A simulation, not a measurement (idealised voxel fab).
Process module heading - voxel spacer lines
For reference, the cross-section in this document is cut, with width 200 nm and square cells of 5 nm.
Cross-section layout: square cells on a grid; listed as bands, top to bottom; a band spans one or more cell rows.
The band entry comprises the height of the band's top followed by the height of its bottom, expressed in nm, and subsequently the band's materials from left to right, each stated together with its width in nm. Where a single material is marked with the word "edge to edge", that material fills the band from edge to edge. The word "blank" represents empty space.
Beneath 0, the wafer as received is one material, and that level is where height counting begins. The lowest band goes on downward without a bottom; it is written like "0 down".
With a width like "30 to 40", each row of cells in the band differs from the next by the same amount, the top row carrying the first number and the bottom row the second.
It should be understood that the words "no alteration", when stated for a given step, signify that the cross-section underwent no change in any of its cells during that step.
"Fully sealed cavities" specifies each empty space that is not open to the top and that occupies no fewer than 8 cells, using the form width x height at distance, the distance measured from the left edge and all three quantities in nm.
Heads up: the bit after the settings on a step's line is the simulator's remark on that step.
A step's line can hold "overlay nm"; with a mask on that step, the setting says how far right of the planned place the mask lay, while a negative setting says it lay to the left.
**Process steps - plan**
| 1 | RECEIVE with material Si |
| 2 | CONFORMAL_DEP with material Al2O3, thk nm 5 |
| 3 | DIRECTIONAL_DEP with material TiN, thk nm 15 |
| 4 | DIRECTIONAL_DEP with material aC, thk nm 25 |
| 5 | PATTERN with tone cover, mask id MANDREL, material resist, width nm 20, pitch nm 60, thk nm 35, overlay nm 0 |
| 6 | DIRECTIONAL_ETCH with etch materials aC, depth nm 25 |
| 7 | STRIP with etch materials resist |
| 8 | CONFORMAL_DEP with material SiO2, thk nm 10 |
| 9 | DIRECTIONAL_ETCH with etch materials SiO2, depth nm 10 |
| 10 | STRIP with etch materials aC |
| 11 | DIRECTIONAL_ETCH with etch materials TiN, depth nm 15 |
| 12 | STRIP with etch materials SiO2 |
| 13 | FILL_DEP with material lowk, thk nm 5 |
| 14 | CMP with height nm 20 |
**Wafer as received: cross-section following step 1**
- 0 down  Si edge to edge
- Fully sealed cavities: none
**Cross-section, first of two wafers, end of module, run as planned**
- 20 to 5  lowk 50 nm  TiN 10 nm  lowk 20 nm  TiN 10 nm  lowk 20 nm  TiN 10 nm  lowk 20 nm  TiN 10 nm  lowk 50 nm
- 5 to 0  Al2O3 edge to edge
- 0 down  Si edge to edge
- Fully sealed cavities: none
**Module end: cross-section of wafer two of two. Same start and process plan as the first wafer. One mistake during execution**
- 20 to 15  Al2O3 edge to edge
- 15 to 0  TiN edge to edge
- 0 down  Si edge to edge
- Fully sealed cavities: none
what went wrong: sequence error: steps 2 and 3 interchanged
Final wafer comparison in cells, second versus first, more or fewer per material: +96 TiN, -96 lowk
